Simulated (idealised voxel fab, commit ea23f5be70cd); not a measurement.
A process module follows: voxel self aligned vias.
Each square cell in cross-section cut measures 5 nm, and the section as a whole is 245 nm wide.
When this document writes out a cross-section, it uses a grid of square cells and lists it as bands, beginning at the top and moving down, with a band standing for one or more rows of cells.
This entry defines a band. It first specifies the height of the band's top and the height of its bottom in nm, and then specifies the band's materials from left to right, stating each material with its width in nm. The word "all across" identifies a single material that fills the band from edge to edge, while the word "blank" identifies empty space.
Height reference: 0 = level under which incoming wafer is all one material. Lowest band: no bottom, runs on downward, e.g. "0 down".
Width spec "30->40" -> top row of cells at first value, bottom row at second value, equal per-row change in between.
No cell of the cross-section changed in a step that is given as "left unchanged".
In the "Enclosed void listing" entry, you get each enclosed empty space of 8 cells or more, one with no open way to the top, written width x height at distance, distance from the left edge, in nm.
On a step's line, text after the settings is the simulator commenting on that step.
The line of a step may include "overlay nm". On a step with a mask, this value is how far to the right of its planned place the mask lay. A negative value means the mask lay to the left.

The planned process steps are enumerated hereunder
- 1: RECEIVE (material Si)
- 2: CONFORMAL_DEP (material SiO2; thk nm 10)
- 3: CONFORMAL_DEP (material SiCN; thk nm 5)
- 4: DIRECTIONAL_DEP (material SiO2; thk nm 20)
- 5: DIRECTIONAL_DEP (material aC; thk nm 10)
- 6: PATTERN (tone open; mask id LINES; material resist; width nm 30; pitch nm 60; thk nm 30; overlay nm 0)
- 7: DIRECTIONAL_ETCH (etch materials aC; depth nm 10)
- 8: STRIP (etch materials resist)
- 9: DIRECTIONAL_ETCH (etch materials SiO2; depth nm 20)
- 10: STRIP (etch materials aC)
- 11: CONFORMAL_DEP (material TiN; thk nm 5)
- 12: FILL_DEP (material W; thk nm 10)
- 13: CMP (height nm 35)
- 14: SELECTIVE_ETCH (etch materials W Ru TiN; depth nm 10)
- 15: FILL_DEP (material SiN; thk nm 10)
- 16: CMP (height nm 35)
- 17: DIRECTIONAL_DEP (material SiO2; thk nm 15)
- 18: MASKED_ETCH (tone open; mask id VIAS; width nm 40; etch materials SiO2; depth nm 15; overlay nm 0)
- 19: MASKED_ETCH (tone open; mask id VIAS; width nm 40; etch materials SiN; depth nm 10; overlay nm 0)
- 20: CONFORMAL_DEP (material TiN; thk nm 5)
- 21: FILL_DEP (material W; thk nm 5)
- 22: CMP (height nm 50)
- 23: CONFORMAL_DEP (material SiN; thk nm 5)
Keep in mind the plan's value for the thk nm of step 20 comes from the first wafer; the wafers don't share that setting, but they do share the same starting point.

As-received cross-section, first of several wafers, post step 1
  0 down | Si all across
  Enclosed void listing: none

Every row in this table is a wafer at the end of the module, and it gives, for each of the materials, the cells that wafer has gained (+) or lost (-) since it was received, then its closed voids
thk nm 5 | +49 SiCN | +61 SiN | +369 SiO2 | +32 TiN | +28 W | Enclosed void listing: none
thk nm 10 | +49 SiCN | +61 SiN | +369 SiO2 | +44 TiN | +16 W | Enclosed void listing: none
thk nm 15 | +49 SiCN | +61 SiN | +369 SiO2 | +52 TiN | +8 W | Enclosed void listing: none
thk nm 20 | +49 SiCN | +61 SiN | +369 SiO2 | +52 TiN | +8 W | Enclosed void listing: none
